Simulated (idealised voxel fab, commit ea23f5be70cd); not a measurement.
The following process module bears the name voxel double patterning.
FYI the section here is cut, 170 nm wide, cells are 5 nm squares.
Cross-sections here: square-cell grids, written as top-down lists of bands, a band being one or more rows of cells. The entry gives the band's vertical extent as a top height and a bottom height in nm, then its horizontal make-up as materials from left to right, each with a width in nm. "air" stands for empty space; a single material marked "throughout" fills the band edge to edge. Heads up on the height convention: 0 is the point under which the incoming wafer is all one material, and the lowest band has no bottom, it just keeps going down, like "0 nm and below". When a width is written as two numbers, as in "30..40", the first number is the width in the top row of cells of the band and the second is the width in its bottom row, and the width changes by the same amount from each row to the next. For the purposes of this document, the phrase "remained unchanged" attached to a step denotes that no cell within the cross-section was modified by that step. The entry titled "Closed voids list" provides the empty spaces that have no open way to the top, restricted to those of 8 cells or more. Each is presented as width x height at distance, the distance being measured from the left edge, with all three in nm. Formally, on a step line, whatever follows the settings is a remark that the simulator itself makes on the step. "overlay nm" denotes, for a step that has a mask, the displacement of the mask to the right of its planned place, with negative values corresponding to the left.
Planned process steps
- 1: RECEIVE [material Si]
- 2: CONFORMAL_DEP [material SiN] [thk nm 10]
- 3: DIRECTIONAL_DEP [material SiO2] [thk nm 10]
- 4: DIRECTIONAL_DEP [material SiCN] [thk nm 5]
- 5: DIRECTIONAL_DEP [material aC] [thk nm 15]
- 6: PATTERN [tone open] [mask id FIRST] [material resist] [width nm 15] [pitch nm 50] [thk nm 30] [overlay nm 0]
- 7: DIRECTIONAL_ETCH [etch materials aC] [depth nm 15]
- 8: STRIP [etch materials resist]
- 9: DIRECTIONAL_ETCH [etch materials SiCN] [depth nm 5]
- 10: STRIP [etch materials aC]
- 11: DIRECTIONAL_DEP [material aC] [thk nm 15]
- 12: PATTERN [tone open] [mask id SECOND] [material resist] [width nm 15] [pitch nm 50] [thk nm 30] [overlay nm 0]
- 13: DIRECTIONAL_ETCH [etch materials aC] [depth nm 15]
- 14: STRIP [etch materials resist]
- 15: DIRECTIONAL_ETCH [etch materials SiCN] [depth nm 5]
- 16: STRIP [etch materials aC]
- 17: DIRECTIONAL_ETCH [etch materials SiO2] [depth nm 5]
- 18: STRIP [etch materials SiCN]
All wafers enter the flow in the same state. The depth nm at step 17 differs from wafer to wafer, and the plan gives the value for the first wafer.
First of several wafers, received after step 1, in cross-section
> 0 nm and below = Si throughout
> Closed voids list: none
Wafer rows; end of module; cells per material since receipt: (+) gained, (-) lost; then closed voids
depth nm 5; +68 SiN; +53 SiO2; Closed voids list: none
depth nm 10; +68 SiN; +38 SiO2; Closed voids list: none
depth nm 15; +68 SiN; +38 SiO2; Closed voids list: none
depth nm 20; +68 SiN; +38 SiO2; Closed voids list: none
depth nm 25; +68 SiN; +38 SiO2; Closed voids list: none
